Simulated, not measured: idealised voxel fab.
Documented hereafter: the process module known as voxel capacitor over wiring.
We display cut, a cross-section 240 nm in width whose square cells are each 5 nm.
Throughout this document, each cross-section is represented as a grid of square cells and is presented as a sequence of bands enumerated from the top downward, where a band comprises one or more rows of cells. Per band: top height and bottom height in nm, followed by the left-to-right materials and their widths in nm; "all across" marks a single material spanning edge to edge, "empty" marks empty space. Heights are expressed relative to 0, this being the level below which the as-received wafer comprises one material exclusively. The lowest band is unbounded in the downward direction and is denoted as in "top 0, no bottom". Width "30 to 40": first value at the band's top row of cells, second value at its bottom row, equal change from row to row. It should be understood that the words "all unchanged", when stated for a given step, signify that the cross-section underwent no change in any of its cells during that step. Closed-off voids of 8+ cells (no open route to the top) go in "Enclosed cavities", written width x height at distance from the left edge, in nm. Step line, after settings: the simulator's comment on this step. overlay nm: right-of-plan distance of the mask on a masked step; negative values mean left-of-plan.

PLAN
1: RECEIVE with material Si
2: CONFORMAL_DEP with material SiO2, thk nm 10
3: DIRECTIONAL_DEP with material TiN, thk nm 5
4: DIRECTIONAL_DEP with material W, thk nm 15
5: DIRECTIONAL_DEP with material aC, thk nm 15
6: PATTERN with tone cover, mask id METAL_1, material resist, width nm 20, pitch nm 70, thk nm 35, overlay nm 0
7: DIRECTIONAL_ETCH with etch materials aC, depth nm 15
8: STRIP with etch materials resist
9: DIRECTIONAL_ETCH with etch materials W, depth nm 15
10: DIRECTIONAL_ETCH with etch materials TiN, depth nm 5
11: STRIP with etch materials aC
12: FILL_DEP with material lowk, thk nm 5
13: CMP with height nm 30
14: CONFORMAL_DEP with material SiCN, thk nm 5
15: DIRECTIONAL_DEP with material lowk, thk nm 10
16: DIRECTIONAL_DEP with material aC, thk nm 10
17: PATTERN with tone open, mask id PLUG_1, material resist, width nm 15, thk nm 30, overlay nm 0
18: DIRECTIONAL_ETCH with etch materials aC, depth nm 10
19: STRIP with etch materials resist
20: DIRECTIONAL_ETCH with etch materials lowk, depth nm 10
21: DIRECTIONAL_ETCH with etch materials SiCN, depth nm 5
22: STRIP with etch materials aC
23: CONFORMAL_DEP with material TiN, thk nm 5
24: FILL_DEP with material W, thk nm 10
25: CMP with height nm 45
26: DIRECTIONAL_DEP with material TiN, thk nm 5
27: DIRECTIONAL_DEP with material SiN, thk nm 5
28: DIRECTIONAL_DEP with material TiN, thk nm 10
29: DIRECTIONAL_DEP with material aC, thk nm 15
30: PATTERN with tone cover, mask id UPPER_PLATE, material resist, width nm 55, thk nm 35, overlay nm 0
31: DIRECTIONAL_ETCH with etch materials aC, depth nm 15
32: STRIP with etch materials resist
33: DIRECTIONAL_ETCH with etch materials TiN, depth nm 10
34: DIRECTIONAL_ETCH with etch materials SiN, depth nm 5
35: STRIP with etch materials aC
36: PATTERN with tone cover, mask id LOWER_PLATE, material resist, width nm 65, thk nm 15, overlay nm 0
37: DIRECTIONAL_ETCH with etch materials TiN, depth nm 5
38: STRIP with etch materials resist
39: FILL_DEP with material SiO2, thk nm 15
40: CMP with height nm 75
41: PATTERN with tone open, mask id PLUG_2, material resist, width nm 15, thk nm 20, overlay nm 0
42: DIRECTIONAL_ETCH with etch materials SiO2, depth nm 10
43: STRIP with etch materials resist
44: CONFORMAL_DEP with material TiN, thk nm 5
45: FILL_DEP with material Ru, thk nm 5
46: CMP with height nm 75
47: CONFORMAL_DEP with material SiCN, thk nm 5

FIRST OF TWO WAFERS, WITH THE RUN CARRIED OUT AS PLANNED

AS RECEIVED (POST STEP 1): CROSS-SECTION
- top 0, no bottom = Si all across
- Enclosed cavities: none

WAFER AFTER STEP 2 (CROSS-SECTION)
- top 10, bottom 0 = SiO2 all across
- Whatever lies below 0 is exactly as it was before.

WAFER AFTER STEP 3 (CROSS-SECTION)
- top 15, bottom 10 = TiN all across
- Whatever lies below 10 is exactly as it was before.

WAFER AFTER STEP 4 (CROSS-SECTION)
- top 30, bottom 15 = W all across
- Whatever lies below 15 is exactly as it was before.

WAFER AFTER STEP 5 (CROSS-SECTION)
- top 45, bottom 30 = aC all across
- Whatever lies below 30 is exactly as it was before.

WAFER AFTER STEP 6 (CROSS-SECTION)
- top 80, bottom 45 = 75 nm empty / 20 nm resist / 50 nm empty / 20 nm resist / 75 nm empty
- Whatever lies below 45 is exactly as it was before.

WAFER AFTER STEP 7 (CROSS-SECTION)
- top 65, bottom 45 = 75 nm empty / 20 nm resist / 50 nm empty / 20 nm resist / 75 nm empty
- top 45, bottom 30 = 75 nm empty / 20 nm aC / 50 nm empty / 20 nm aC / 75 nm empty
- Whatever lies below 30 is exactly as it was before.

WAFER AFTER STEP 8 (CROSS-SECTION)
- top 45, bottom 30 = 75 nm empty / 20 nm aC / 50 nm empty / 20 nm aC / 75 nm empty
- Whatever lies below 30 is exactly as it was before.

WAFER AFTER STEP 9 (CROSS-SECTION)
- top 45, bottom 30 = 75 nm empty / 20 nm aC / 50 nm empty / 20 nm aC / 75 nm empty
- top 30, bottom 15 = 75 nm empty / 20 nm W / 50 nm empty / 20 nm W / 75 nm empty
- Whatever lies below 15 is exactly as it was before.

WAFER AFTER STEP 10 (CROSS-SECTION)
- top 45, bottom 30 = 75 nm empty / 20 nm aC / 50 nm empty / 20 nm aC / 75 nm empty
- top 30, bottom 15 = 75 nm empty / 20 nm W / 50 nm empty / 20 nm W / 75 nm empty
- top 15, bottom 10 = 75 nm empty / 20 nm TiN / 50 nm empty / 20 nm TiN / 75 nm empty
- Whatever lies below 10 is exactly as it was before.

WAFER AFTER STEP 11 (CROSS-SECTION)
- top 30, bottom 15 = 75 nm empty / 20 nm W / 50 nm empty / 20 nm W / 75 nm empty
- Whatever lies below 15 is exactly as it was before.

WAFER AFTER STEP 12 (CROSS-SECTION)
- top 35, bottom 30 = lowk all across
- top 30, bottom 15 = 75 nm lowk / 20 nm W / 50 nm lowk / 20 nm W / 75 nm lowk
- top 15, bottom 10 = 75 nm lowk / 20 nm TiN / 50 nm lowk / 20 nm TiN / 75 nm lowk
- Whatever lies below 10 is exactly as it was before.

WAFER AFTER STEP 13 (CROSS-SECTION)
- top 30, bottom 15 = 75 nm lowk / 20 nm W / 50 nm lowk / 20 nm W / 75 nm lowk
- Whatever lies below 15 is exactly as it was before.

WAFER AFTER STEP 14 (CROSS-SECTION)
- top 35, bottom 30 = SiCN all across
- Whatever lies below 30 is exactly as it was before.

WAFER AFTER STEP 15 (CROSS-SECTION)
- top 45, bottom 35 = lowk all across
- Whatever lies below 35 is exactly as it was before.

WAFER AFTER STEP 16 (CROSS-SECTION)
- top 55, bottom 45 = aC all across
- Whatever lies below 45 is exactly as it was before.

WAFER AFTER STEP 17 (CROSS-SECTION)
- top 85, bottom 55 = 80 nm resist / 15 nm empty / 145 nm resist
- Whatever lies below 55 is exactly as it was before.

WAFER AFTER STEP 18 (CROSS-SECTION)
- top 75, bottom 55 = 80 nm resist / 15 nm empty / 145 nm resist
- top 55, bottom 45 = 80 nm aC / 15 nm empty / 145 nm aC
- Whatever lies below 45 is exactly as it was before.

WAFER AFTER STEP 19 (CROSS-SECTION)
- top 55, bottom 45 = 80 nm aC / 15 nm empty / 145 nm aC
- Whatever lies below 45 is exactly as it was before.

WAFER AFTER STEP 20 (CROSS-SECTION)
- top 55, bottom 45 = 80 nm aC / 15 nm empty / 145 nm aC
- top 45, bottom 35 = 80 nm lowk / 15 nm empty / 145 nm lowk
- Whatever lies below 35 is exactly as it was before.

WAFER AFTER STEP 21 (CROSS-SECTION)
- top 55, bottom 45 = 80 nm aC / 15 nm empty / 145 nm aC
- top 45, bottom 35 = 80 nm lowk / 15 nm empty / 145 nm lowk
- top 35, bottom 30 = 80 nm SiCN / 15 nm empty / 145 nm SiCN
- Whatever lies below 30 is exactly as it was before.

WAFER AFTER STEP 22 (CROSS-SECTION)
- top 45, bottom 35 = 80 nm lowk / 15 nm empty / 145 nm lowk
- Whatever lies below 35 is exactly as it was before.

WAFER AFTER STEP 23 (CROSS-SECTION)
- top 50, bottom 45 = 85 nm TiN / 5 nm empty / 150 nm TiN
- top 45, bottom 35 = 80 nm lowk / 5 nm TiN / 5 nm empty / 5 nm TiN / 145 nm lowk
- top 35, bottom 30 = 80 nm SiCN / 15 nm TiN / 145 nm SiCN
- Whatever lies below 30 is exactly as it was before.

WAFER AFTER STEP 24 (CROSS-SECTION)
- top 60, bottom 50 = W all across
- top 50, bottom 45 = 85 nm TiN / 5 nm W / 150 nm TiN
- top 45, bottom 35 = 80 nm lowk / 5 nm TiN / 5 nm W / 5 nm TiN / 145 nm lowk
- Whatever lies below 35 is exactly as it was before.

WAFER AFTER STEP 25 (CROSS-SECTION)
- top 45, bottom 35 = 80 nm lowk / 5 nm TiN / 5 nm W / 5 nm TiN / 145 nm lowk
- Whatever lies below 35 is exactly as it was before.

WAFER AFTER STEP 26 (CROSS-SECTION)
- top 50, bottom 45 = TiN all across
- Whatever lies below 45 is exactly as it was before.

WAFER AFTER STEP 27 (CROSS-SECTION)
- top 55, bottom 50 = SiN all across
- Whatever lies below 50 is exactly as it was before.

WAFER AFTER STEP 28 (CROSS-SECTION)
- top 65, bottom 55 = TiN all across
- Whatever lies below 55 is exactly as it was before.

WAFER AFTER STEP 29 (CROSS-SECTION)
- top 80, bottom 65 = aC all across
- Whatever lies below 65 is exactly as it was before.

WAFER AFTER STEP 30 (CROSS-SECTION)
- top 115, bottom 80 = 80 nm empty / 55 nm resist / 105 nm empty
- Whatever lies below 80 is exactly as it was before.

WAFER AFTER STEP 31 (CROSS-SECTION)
- top 100, bottom 80 = 80 nm empty / 55 nm resist / 105 nm empty
- top 80, bottom 65 = 80 nm empty / 55 nm aC / 105 nm empty
- Whatever lies below 65 is exactly as it was before.

WAFER AFTER STEP 32 (CROSS-SECTION)
- top 80, bottom 65 = 80 nm empty / 55 nm aC / 105 nm empty
- Whatever lies below 65 is exactly as it was before.

WAFER AFTER STEP 33 (CROSS-SECTION)
- top 80, bottom 65 = 80 nm empty / 55 nm aC / 105 nm empty
- top 65, bottom 55 = 80 nm empty / 55 nm TiN / 105 nm empty
- Whatever lies below 55 is exactly as it was before.

WAFER AFTER STEP 34 (CROSS-SECTION)
- top 80, bottom 65 = 80 nm empty / 55 nm aC / 105 nm empty
- top 65, bottom 55 = 80 nm empty / 55 nm TiN / 105 nm empty
- top 55, bottom 50 = 80 nm empty / 55 nm SiN / 105 nm empty
- Whatever lies below 50 is exactly as it was before.

WAFER AFTER STEP 35 (CROSS-SECTION)
- top 65, bottom 55 = 80 nm empty / 55 nm TiN / 105 nm empty
- Whatever lies below 55 is exactly as it was before.

WAFER AFTER STEP 36 (CROSS-SECTION)
- top 80, bottom 65 = 75 nm empty / 65 nm resist / 100 nm empty
- top 65, bottom 55 = 75 nm empty / 5 nm resist / 55 nm TiN / 5 nm resist / 100 nm empty
- top 55, bottom 50 = 75 nm empty / 5 nm resist / 55 nm SiN / 5 nm resist / 100 nm empty
- Whatever lies below 50 is exactly as it was before.

WAFER AFTER STEP 37 (CROSS-SECTION)
- top 80, bottom 65 = 75 nm empty / 65 nm resist / 100 nm empty
- top 65, bottom 55 = 75 nm empty / 5 nm resist / 55 nm TiN / 5 nm resist / 100 nm empty
- top 55, bottom 50 = 75 nm empty / 5 nm resist / 55 nm SiN / 5 nm resist / 100 nm empty
- top 50, bottom 45 = 75 nm empty / 65 nm TiN / 100 nm empty
- Whatever lies below 45 is exactly as it was before.

WAFER AFTER STEP 38 (CROSS-SECTION)
- top 65, bottom 55 = 80 nm empty / 55 nm TiN / 105 nm empty
- top 55, bottom 50 = 80 nm empty / 55 nm SiN / 105 nm empty
- Whatever lies below 50 is exactly as it was before.

WAFER AFTER STEP 39 (CROSS-SECTION)
- top 80, bottom 65 = SiO2 all across
- top 65, bottom 55 = 80 nm SiO2 / 55 nm TiN / 105 nm SiO2
- top 55, bottom 50 = 80 nm SiO2 / 55 nm SiN / 105 nm SiO2
- top 50, bottom 45 = 75 nm SiO2 / 65 nm TiN / 100 nm SiO2
- Whatever lies below 45 is exactly as it was before.

WAFER AFTER STEP 40 (CROSS-SECTION)
- top 75, bottom 65 = SiO2 all across
- Whatever lies below 65 is exactly as it was before.

WAFER AFTER STEP 41 (CROSS-SECTION)
- top 95, bottom 75 = 90 nm resist / 15 nm empty / 135 nm resist
- Whatever lies below 75 is exactly as it was before.

WAFER AFTER STEP 42 (CROSS-SECTION)
- top 95, bottom 75 = 90 nm resist / 15 nm empty / 135 nm resist
- top 75, bottom 65 = 90 nm SiO2 / 15 nm empty / 135 nm SiO2
- Whatever lies below 65 is exactly as it was before.

WAFER AFTER STEP 43 (CROSS-SECTION)
- top 75, bottom 65 = 90 nm SiO2 / 15 nm empty / 135 nm SiO2
- Whatever lies below 65 is exactly as it was before.

WAFER AFTER STEP 44 (CROSS-SECTION)
- top 80, bottom 75 = 95 nm TiN / 5 nm empty / 140 nm TiN
- top 75, bottom 70 = 90 nm SiO2 / 5 nm TiN / 5 nm empty / 5 nm TiN / 135 nm SiO2
- top 70, bottom 65 = 90 nm SiO2 / 15 nm TiN / 135 nm SiO2
- Whatever lies below 65 is exactly as it was before.

WAFER AFTER STEP 45 (CROSS-SECTION)
- top 85, bottom 80 = Ru all across
- top 80, bottom 75 = 95 nm TiN / 5 nm Ru / 140 nm TiN
- top 75, bottom 70 = 90 nm SiO2 / 5 nm TiN / 5 nm Ru / 5 nm TiN / 135 nm SiO2
- Whatever lies below 70 is exactly as it was before.

WAFER AFTER STEP 46 (CROSS-SECTION)
- top 75, bottom 70 = 90 nm SiO2 / 5 nm TiN / 5 nm Ru / 5 nm TiN / 135 nm SiO2
- Whatever lies below 70 is exactly as it was before.

WAFER AFTER STEP 47 (CROSS-SECTION)
- top 80, bottom 75 = SiCN all across
- Whatever lies below 75 is exactly as it was before.

THE SECOND WAFER: COMMON ORIGIN AND PLAN, ONE MISTAKE IN EXECUTION, IDENTICAL TO THE FIRST THROUGH STEP 45

SECOND WAFER SHOWN IN CROSS-SECTION AT THE TIME STEP 46 WAS SLATED TO END
- top 75, bottom 70 = 90 nm SiO2 / 5 nm TiN / 5 nm Ru / 5 nm TiN / 135 nm SiO2
- Whatever lies below 70 is exactly as it was before.

SECOND WAFER SHOWN IN CROSS-SECTION AT THE TIME STEP 47 WAS SLATED TO END
- top 80, bottom 75 = SiCN all across
- Whatever lies below 75 is exactly as it was before.
Deviation noted in wafer processing: execution of plan step 46 occurred twice
The two wafers finish with the same cross-section, and therefore the mistake leaves the computed outcome of this model unchanged.
